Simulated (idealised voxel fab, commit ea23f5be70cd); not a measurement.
A process module follows: voxel ribs on slabs.
cross-section cut | 290 nm wide | cells 5 nm
Notation: cross-section as square-cell grid; stated in bands, top first, going down; one or more cell rows per band. It is stipulated that each band's entry specify, in nanometres, the height of the top of the band and then that of its bottom, followed by the materials of the band in left-to-right sequence, each together with its width in nanometres. A single material marked by the word "throughout" is understood to fill the band from edge to edge; the word "blank" is understood to denote empty space. Heights are measured from 0, the level below which the as-received wafer is all one material; the lowest band has no bottom and continues downward, written as in "from 0 down". It should be noted that a width expressed as "30->40" varies in equal increments from row to row of cells within the band, taking the value of the first number at the top row and that of the second number at the bottom row. It should be understood that the words "everything unchanged", when stated for a given step, signify that the cross-section underwent no change in any of its cells during that step. "Closed void list" specifies each empty space that is not open to the top and that occupies no fewer than 8 cells, using the form width x height at distance, the distance measured from the left edge and all three quantities in nm. If you see something after the settings on a step's line, that's the simulator's own remark about that step. Among the settings permitted on a step's line is "overlay nm"; applied to a step with a mask, it specifies the extent to which the mask lay to the right of its planned position, whereas a negative figure signifies a position to the left.

## The following list gives the planned process steps
1 RECEIVE with material Si
2 DIRECTIONAL_DEP with material SiO2, thk nm 20
3 DIRECTIONAL_DEP with material polySi, thk nm 15
4 DIRECTIONAL_DEP with material aC, thk nm 15
5 PATTERN with tone cover, mask id RIB, material resist, width nm 15, thk nm 30, overlay nm 0
6 DIRECTIONAL_ETCH with etch materials aC, depth nm 15
7 STRIP with etch materials resist
8 DIRECTIONAL_ETCH with etch materials polySi, depth nm 10
9 STRIP with etch materials aC
10 MASKED_ETCH with tone cover, mask id SLAB, width nm 45, etch materials polySi, depth nm 5, overlay nm 0
11 FILL_DEP with material SiO2, thk nm 25
12 CMP with height nm 45
13 DIRECTIONAL_DEP with material W, thk nm 10
14 DIRECTIONAL_DEP with material aC, thk nm 15
15 PATTERN with tone cover, mask id HEATER, material resist, width nm 25, thk nm 30, overlay nm 0
16 DIRECTIONAL_ETCH with etch materials aC, depth nm 15
17 STRIP with etch materials resist
18 DIRECTIONAL_ETCH with etch materials W, depth nm 10
19 STRIP with etch materials aC
20 CONFORMAL_DEP with material SiN, thk nm 5
Same starting wafers, different height nm at step 12. Plan value belongs to the first wafer.

## Cross-section of the first of several wafers as received (after step 1)
  from 0 down  Si throughout
  Closed void list: none

## After the module's final step, step 20: the first of several wafers in cross-section
  from 60 to 55  blank 125 nm | SiN 35 nm | blank 130 nm
  from 55 to 50  blank 125 nm | SiN 5 nm | W 25 nm | SiN 5 nm | blank 130 nm
  from 50 to 45  SiN 130 nm | W 25 nm | SiN 135 nm
  from 45 to 35  SiO2 throughout
  from 35 to 25  SiO2 135 nm | polySi 15 nm | SiO2 140 nm
  from 25 to 20  SiO2 120 nm | polySi 45 nm | SiO2 125 nm
  from 20 to 0  SiO2 throughout
  from 0 down  Si throughout
  Closed void list: none

## Cross-section of the final wafer among several, taken at the end of the module
  from 75 to 70  blank 125 nm | SiN 35 nm | blank 130 nm
  from 70 to 65  blank 125 nm | SiN 5 nm | W 25 nm | SiN 5 nm | blank 130 nm
  from 65 to 60  SiN 130 nm | W 25 nm | SiN 135 nm
  from 60 to 35  SiO2 throughout
  from 35 to 25  SiO2 135 nm | polySi 15 nm | SiO2 140 nm
  from 25 to 20  SiO2 120 nm | polySi 45 nm | SiO2 125 nm
  from 20 to 0  SiO2 throughout
  from 0 down  Si throughout
  Closed void list: none

## Below, a row for every wafer. Read it as the end-of-module picture: for each material the wafer shows its cells gained (+) or lost (-) since it was received, and then its closed voids
height nm 45, +62 SiN, +507 SiO2, +10 W, +15 polySi, Closed void list: none
height nm 50, +62 SiN, +565 SiO2, +10 W, +15 polySi, Closed void list: none
height nm 55, +62 SiN, +623 SiO2, +10 W, +15 polySi, Closed void list: none
height nm 60, +62 SiN, +681 SiO2, +10 W, +15 polySi, Closed void list: none
